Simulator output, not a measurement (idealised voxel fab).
The process module that follows is named voxel self aligned vias.
We display cut, a cross-section 290 nm in width whose square cells are each 5 nm.
How to read a cross-section here: the picture is a grid of square cells, written as bands going from the top down, and any band can span one or more rows of cells. What a band's entry tells you: where the top is and where the bottom is, as heights in nm, and after that what lies inside, material by material from left to right, each with its width in nm. Empty space is written as the word "air", and a single material marked with the word "everywhere" occupies the band from edge to edge. Convention: height 0 is the level below which the wafer, as received, is all one material. The lowest band does not terminate at the bottom but continues downward, represented as "0 down". When a width is written as two numbers, as in "30..40", the first number is the width in the top row of cells of the band and the second is the width in its bottom row, and the width changes by the same amount from each row to the next. "no change occurred" after a step means that no cell of the cross-section changed. Listed in "Closed internal voids": every empty space of 8 or more cells without an open way to the top. Form: width x height at distance, the distance being from the left edge, all in nm. The remark found on a step's line after its settings is issued by the simulator itself and pertains to that step. A step line may carry the setting "overlay nm", which, for steps involving a mask, states the distance by which the mask lay to the right of its intended position; negative values denote displacement to the left.

[So here's the lineup of process steps we planned]
| 1 | RECEIVE with material Si |
| 2 | CONFORMAL_DEP with material SiO2, thk nm 15 |
| 3 | CONFORMAL_DEP with material SiCN, thk nm 5 |
| 4 | DIRECTIONAL_DEP with material lowk, thk nm 30 |
| 5 | DIRECTIONAL_DEP with material aC, thk nm 15 |
| 6 | PATTERN with tone open, mask id LINES, material resist, width nm 25, pitch nm 60, thk nm 35, overlay nm 0 |
| 7 | DIRECTIONAL_ETCH with etch materials aC, depth nm 15 |
| 8 | STRIP with etch materials resist |
| 9 | DIRECTIONAL_ETCH with etch materials lowk, depth nm 30 |
| 10 | STRIP with etch materials aC |
| 11 | CONFORMAL_DEP with material TiN, thk nm 5 |
| 12 | FILL_DEP with material W, thk nm 10 |
| 13 | CMP with height nm 50 |
| 14 | SELECTIVE_ETCH with etch materials W Ru TiN, depth nm 5 |
| 15 | FILL_DEP with material SiN, thk nm 10 |
| 16 | CMP with height nm 50 |
| 17 | DIRECTIONAL_DEP with material lowk, thk nm 15 |
| 18 | MASKED_ETCH with tone open, mask id VIAS, width nm 45, pitch nm 60, etch materials lowk, depth nm 15, overlay nm 0 |
| 19 | MASKED_ETCH with tone open, mask id VIAS, width nm 45, pitch nm 60, etch materials SiN, depth nm 5, overlay nm 0 |
| 20 | CONFORMAL_DEP with material TiN, thk nm 5 |
| 21 | FILL_DEP with material Cu, thk nm 5 |
| 22 | CMP with height nm 65 |
| 23 | CONFORMAL_DEP with material SiCN, thk nm 5 |

[Below: the first of two wafers, run as planned]

[Incoming wafer in cross-section (state: after step 1)]
	0 down = Si everywhere
	Closed internal voids: none

[You're looking at a cross-section of the wafer after step 2]
	15 to 0 = SiO2 everywhere
	Below 0 it's all the same as before, nothing changed down there.

[You're looking at a cross-section of the wafer after step 3]
	20 to 15 = SiCN everywhere
	Below 15 it's all the same as before, nothing changed down there.

[You're looking at a cross-section of the wafer after step 4]
	50 to 20 = lowk everywhere
	Below 20 it's all the same as before, nothing changed down there.

[You're looking at a cross-section of the wafer after step 5]
	65 to 50 = aC everywhere
	Below 50 it's all the same as before, nothing changed down there.

[You're looking at a cross-section of the wafer after step 6]
	100 to 65 = resist=70, air=25, resist=35, air=25, resist=35, air=25, resist=75
	Below 65 it's all the same as before, nothing changed down there.

[You're looking at a cross-section of the wafer after step 7]
	85 to 65 = resist=70, air=25, resist=35, air=25, resist=35, air=25, resist=75
	65 to 50 = aC=70, air=25, aC=35, air=25, aC=35, air=25, aC=75
	Below 50 it's all the same as before, nothing changed down there.

[You're looking at a cross-section of the wafer after step 8]
	65 to 50 = aC=70, air=25, aC=35, air=25, aC=35, air=25, aC=75
	Below 50 it's all the same as before, nothing changed down there.

[You're looking at a cross-section of the wafer after step 9]
	65 to 50 = aC=70, air=25, aC=35, air=25, aC=35, air=25, aC=75
	50 to 20 = lowk=70, air=25, lowk=35, air=25, lowk=35, air=25, lowk=75
	Below 20 it's all the same as before, nothing changed down there.

[You're looking at a cross-section of the wafer after step 10]
	50 to 20 = lowk=70, air=25, lowk=35, air=25, lowk=35, air=25, lowk=75
	Below 20 it's all the same as before, nothing changed down there.

[You're looking at a cross-section of the wafer after step 11]
	55 to 50 = TiN=75, air=15, TiN=45, air=15, TiN=45, air=15, TiN=80
	50 to 25 = lowk=70, TiN=5, air=15, TiN=5, lowk=35, TiN=5, air=15, TiN=5, lowk=35, TiN=5, air=15, TiN=5, lowk=75
	25 to 20 = lowk=70, TiN=25, lowk=35, TiN=25, lowk=35, TiN=25, lowk=75
	Below 20 it's all the same as before, nothing changed down there.

[You're looking at a cross-section of the wafer after step 12]
	65 to 55 = W everywhere
	55 to 50 = TiN=75, W=15, TiN=45, W=15, TiN=45, W=15, TiN=80
	50 to 25 = lowk=70, TiN=5, W=15, TiN=5, lowk=35, TiN=5, W=15, TiN=5, lowk=35, TiN=5, W=15, TiN=5, lowk=75
	Below 25 it's all the same as before, nothing changed down there.

[You're looking at a cross-section of the wafer after step 13]
	50 to 25 = lowk=70, TiN=5, W=15, TiN=5, lowk=35, TiN=5, W=15, TiN=5, lowk=35, TiN=5, W=15, TiN=5, lowk=75
	Below 25 it's all the same as before, nothing changed down there.

[You're looking at a cross-section of the wafer after step 14]
	50 to 45 = lowk=70, air=25, lowk=35, air=25, lowk=35, air=25, lowk=75
	Below 45 it's all the same as before, nothing changed down there.

[You're looking at a cross-section of the wafer after step 15]
	60 to 50 = SiN everywhere
	50 to 45 = lowk=70, SiN=25, lowk=35, SiN=25, lowk=35, SiN=25, lowk=75
	Below 45 it's all the same as before, nothing changed down there.

[You're looking at a cross-section of the wafer after step 16]
	50 to 45 = lowk=70, SiN=25, lowk=35, SiN=25, lowk=35, SiN=25, lowk=75
	Below 45 it's all the same as before, nothing changed down there.

[You're looking at a cross-section of the wafer after step 17]
	65 to 50 = lowk everywhere
	Below 50 it's all the same as before, nothing changed down there.

[You're looking at a cross-section of the wafer after step 18]
	65 to 50 = lowk=60, air=45, lowk=15, air=45, lowk=15, air=45, lowk=65
	Below 50 it's all the same as before, nothing changed down there.

[You're looking at a cross-section of the wafer after step 19]
	65 to 50 = lowk=60, air=45, lowk=15, air=45, lowk=15, air=45, lowk=65
	50 to 45 = lowk=70, air=25, lowk=35, air=25, lowk=35, air=25, lowk=75
	Below 45 it's all the same as before, nothing changed down there.

[You're looking at a cross-section of the wafer after step 20]
	70 to 65 = TiN=65, air=35, TiN=25, air=35, TiN=25, air=35, TiN=70
	65 to 55 = lowk=60, TiN=5, air=35, TiN=5, lowk=15, TiN=5, air=35, TiN=5, lowk=15, TiN=5, air=35, TiN=5, lowk=65
	55 to 50 = lowk=60, TiN=15, air=15, TiN=15, lowk=15, TiN=15, air=15, TiN=15, lowk=15, TiN=15, air=15, TiN=15, lowk=65
	50 to 45 = lowk=70, TiN=25, lowk=35, TiN=25, lowk=35, TiN=25, lowk=75
	Below 45 it's all the same as before, nothing changed down there.

[You're looking at a cross-section of the wafer after step 21]
	75 to 70 = Cu everywhere
	70 to 65 = TiN=65, Cu=35, TiN=25, Cu=35, TiN=25, Cu=35, TiN=70
	65 to 55 = lowk=60, TiN=5, Cu=35, TiN=5, lowk=15, TiN=5, Cu=35, TiN=5, lowk=15, TiN=5, Cu=35, TiN=5, lowk=65
	55 to 50 = lowk=60, TiN=15, Cu=15, TiN=15, lowk=15, TiN=15, Cu=15, TiN=15, lowk=15, TiN=15, Cu=15, TiN=15, lowk=65
	Below 50 it's all the same as before, nothing changed down there.

[You're looking at a cross-section of the wafer after step 22]
	65 to 55 = lowk=60, TiN=5, Cu=35, TiN=5, lowk=15, TiN=5, Cu=35, TiN=5, lowk=15, TiN=5, Cu=35, TiN=5, lowk=65
	Below 55 it's all the same as before, nothing changed down there.

[You're looking at a cross-section of the wafer after step 23]
	70 to 65 = SiCN everywhere
	Below 65 it's all the same as before, nothing changed down there.

[The second wafer was prepared from the same starting point and under the same plan as the first; its processing contained one mistake, and it remains indistinguishable from the first wafer up to and including step 17]

[Cross-section of the second wafer corresponding to the planned conclusion of step 18]
	65 to 50 = lowk=60, air=45, lowk=15, air=45, lowk=15, air=45, lowk=65
	50 to 45 = lowk=60, air=10, SiN=25, air=10, lowk=15, air=10, SiN=25, air=10, lowk=15, air=10, SiN=25, air=10, lowk=65
	45 to 35 = lowk=60, air=10, TiN=5, W=15, TiN=5, air=10, lowk=15, air=10, TiN=5, W=15, TiN=5, air=10, lowk=15, air=10, TiN=5, W=15, TiN=5, air=10, lowk=65
	Below 35 it's all the same as before, nothing changed down there.

[Cross-section of the second wafer corresponding to the planned conclusion of step 19]
	65 to 45 = lowk=60, air=45, lowk=15, air=45, lowk=15, air=45, lowk=65
	Below 45 it's all the same as before, nothing changed down there.

[Cross-section of the second wafer corresponding to the planned conclusion of step 20]
	70 to 65 = TiN=65, air=35, TiN=25, air=35, TiN=25, air=35, TiN=70
	65 to 50 = lowk=60, TiN=5, air=35, TiN=5, lowk=15, TiN=5, air=35, TiN=5, lowk=15, TiN=5, air=35, TiN=5, lowk=65
	50 to 45 = lowk=60, TiN=45, lowk=15, TiN=45, lowk=15, TiN=45, lowk=65
	45 to 35 = lowk=60, TiN=15, W=15, TiN=15, lowk=15, TiN=15, W=15, TiN=15, lowk=15, TiN=15, W=15, TiN=15, lowk=65
	Below 35 it's all the same as before, nothing changed down there.

[Cross-section of the second wafer corresponding to the planned conclusion of step 21]
	75 to 70 = Cu everywhere
	70 to 65 = TiN=65, Cu=35, TiN=25, Cu=35, TiN=25, Cu=35, TiN=70
	65 to 50 = lowk=60, TiN=5, Cu=35, TiN=5, lowk=15, TiN=5, Cu=35, TiN=5, lowk=15, TiN=5, Cu=35, TiN=5, lowk=65
	Below 50 it's all the same as before, nothing changed down there.

[Cross-section of the second wafer corresponding to the planned conclusion of step 22]
	65 to 50 = lowk=60, TiN=5, Cu=35, TiN=5, lowk=15, TiN=5, Cu=35, TiN=5, lowk=15, TiN=5, Cu=35, TiN=5, lowk=65
	Below 50 it's all the same as before, nothing changed down there.

[Cross-section of the second wafer corresponding to the planned conclusion of step 23]
	70 to 65 = SiCN everywhere
	Below 65 it's all the same as before, nothing changed down there.
Deviation from plan: step 18 of the plan was performed twice
FYI, end of process, the second wafer has more or fewer cells of some materials than the first: 12 more of Cu; 24 more of TiN; 36 fewer of lowk
